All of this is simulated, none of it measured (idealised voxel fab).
Presented below is a process module, voxel capacitor over wiring.
The cross-section on display is named cut; it measures 140 nm wide, and its cells are 5 nm squares.
Cross-sections here: square-cell grids, written as top-down lists of bands, a band being one or more rows of cells. Band entry format. Leading values: height of top, height of bottom, nm. Remainder: materials in left-to-right order, each with its width in nm. Special words: "edge to edge" on a single material, which then fills the band edge to edge; "empty", empty space. Convention: height 0 is the level below which the wafer, as received, is all one material. The lowest band does not terminate at the bottom but continues downward, represented as "0 down". Note: "30 to 40" means the width goes from the first number (top row of the band) to the second number (bottom row) in equal steps per row of cells. You'll sometimes find "remains unaltered" written for a step, and that's the way of saying that nowhere in the cross-section did a cell change during that step. "Closed-off voids" contains a list of empty spaces, each no smaller than 8 cells and without an open way to the top, written in the form width x height at distance with the distance from the left edge and all three in nm. Text after the settings on a step's line: the simulator's own remark on that step. overlay nm: where the mask lay relative to plan, measured to the right, on steps with a mask; negatives go left.

**The planned process steps are enumerated hereunder**
1: RECEIVE with material Si
2: CONFORMAL_DEP with material SiO2, thk nm 10
3: CONFORMAL_DEP with material SiN, thk nm 5
4: DIRECTIONAL_DEP with material SiO2, thk nm 15
5: DIRECTIONAL_DEP with material aC, thk nm 10
6: PATTERN with tone open, mask id METAL_1, material resist, width nm 25, pitch nm 80, thk nm 25, overlay nm 0
7: DIRECTIONAL_ETCH with etch materials aC, depth nm 10
8: STRIP with etch materials resist
9: DIRECTIONAL_ETCH with etch materials SiO2, depth nm 15
10: DIRECTIONAL_ETCH with etch materials SiN, depth nm 5
11: STRIP with etch materials aC
12: CONFORMAL_DEP with material TiN, thk nm 5
13: FILL_DEP with material W, thk nm 10
14: CMP with height nm 30
15: EPI with material Ru, thk nm 5
16: FILL_DEP with material SiCN, thk nm 5
17: DIRECTIONAL_DEP with material SiO2, thk nm 20
18: DIRECTIONAL_DEP with material aC, thk nm 15
19: PATTERN with tone open, mask id PLUG_1, material resist, width nm 15, thk nm 30, overlay nm 0
20: DIRECTIONAL_ETCH with etch materials aC, depth nm 15
21: STRIP with etch materials resist
22: DIRECTIONAL_ETCH with etch materials SiO2, depth nm 20
23: DIRECTIONAL_ETCH with etch materials SiCN, depth nm 5
24: STRIP with etch materials aC
25: EPI with material Ru, thk nm 10
26: EPI with material Ru, thk nm 10
27: EPI with material Ru, thk nm 5
28: DIRECTIONAL_DEP with material TiN, thk nm 10
29: DIRECTIONAL_DEP with material SiN, thk nm 5
30: DIRECTIONAL_DEP with material TiN, thk nm 10
31: DIRECTIONAL_DEP with material aC, thk nm 15
32: PATTERN with tone cover, mask id UPPER_PLATE, material resist, width nm 60, thk nm 35, overlay nm 0
33: DIRECTIONAL_ETCH with etch materials aC, depth nm 15
34: STRIP with etch materials resist
35: DIRECTIONAL_ETCH with etch materials TiN, depth nm 10
36: DIRECTIONAL_ETCH with etch materials SiN, depth nm 5
37: STRIP with etch materials aC
38: DIRECTIONAL_DEP with material aC, thk nm 15
39: PATTERN with tone cover, mask id LOWER_PLATE, material resist, width nm 70, thk nm 30, overlay nm 0
40: DIRECTIONAL_ETCH with etch materials aC, depth nm 15
41: STRIP with etch materials resist
42: DIRECTIONAL_ETCH with etch materials TiN, depth nm 10
43: STRIP with etch materials aC
44: FILL_DEP with material SiO2, thk nm 15
45: CMP with height nm 95
46: DIRECTIONAL_DEP with material aC, thk nm 15
47: PATTERN with tone open, mask id PLUG_2, material resist, width nm 15, thk nm 35, overlay nm 0
48: DIRECTIONAL_ETCH with etch materials aC, depth nm 15
49: STRIP with etch materials resist
50: DIRECTIONAL_ETCH with etch materials SiO2, depth nm 10
51: STRIP with etch materials aC
52: CONFORMAL_DEP with material TiN, thk nm 5
53: FILL_DEP with material Cu, thk nm 5
54: CMP with height nm 95
55: CONFORMAL_DEP with material SiCN, thk nm 5

**Received-state cross-section, reflecting completion of step 1**
    0 down  Si edge to edge
    Closed-off voids: none

**Here's the cross-section of the first of our two wafers at the end of the module - it ran as planned**
    100 to 95  SiCN edge to edge
    95 to 90  SiO2 35 nm | TiN 5 nm | Cu 5 nm | TiN 5 nm | SiO2 90 nm
    90 to 85  SiO2 35 nm | TiN 15 nm | SiO2 90 nm
    85 to 75  SiO2 25 nm | TiN 60 nm | SiO2 55 nm
    75 to 70  SiO2 25 nm | SiN 60 nm | SiO2 55 nm
    70 to 60  SiO2 20 nm | TiN 70 nm | SiO2 50 nm
    60 to 40  SiO2 25 nm | Ru 15 nm | SiO2 100 nm
    40 to 35  SiCN 25 nm | Ru 15 nm | SiCN 100 nm
    35 to 30  SiCN 10 nm | Ru 35 nm | SiCN 45 nm | Ru 35 nm | SiCN 15 nm
    30 to 15  SiO2 15 nm | TiN 5 nm | W 15 nm | TiN 5 nm | SiO2 55 nm | TiN 5 nm | W 15 nm | TiN 5 nm | SiO2 20 nm
    15 to 10  SiN 15 nm | TiN 25 nm | SiN 55 nm | TiN 25 nm | SiN 20 nm
    10 to 0  SiO2 edge to edge
    0 down  Si edge to edge
    Closed-off voids: none

**Now the second wafer, cross-sectioned at the end of the module. Nothing different at the start, nothing different in the plan compared with the first, just one mistake when it was actually run**
    90 to 85  SiCN edge to edge
    85 to 75  SiO2 25 nm | TiN 60 nm | SiO2 55 nm
    75 to 70  SiO2 25 nm | SiN 60 nm | SiO2 55 nm
    70 to 60  SiO2 20 nm | TiN 70 nm | SiO2 50 nm
    60 to 40  SiO2 25 nm | Ru 15 nm | SiO2 100 nm
    40 to 35  SiCN 25 nm | Ru 15 nm | SiCN 100 nm
    35 to 30  SiCN 10 nm | Ru 35 nm | SiCN 45 nm | Ru 35 nm | SiCN 15 nm
    30 to 15  SiO2 15 nm | TiN 5 nm | W 15 nm | TiN 5 nm | SiO2 55 nm | TiN 5 nm | W 15 nm | TiN 5 nm | SiO2 20 nm
    15 to 10  SiN 15 nm | TiN 25 nm | SiN 55 nm | TiN 25 nm | SiN 20 nm
    10 to 0  SiO2 edge to edge
    0 down  Si edge to edge
    Closed-off voids: none
So what did we get wrong on this run? off-plan run, step 54, actual operation and settings CMP with height nm 85
Bottom line after processing is that, in cells, the second wafer is up or down on some materials versus the first: -1 Cu | -50 SiO2 | -5 TiN
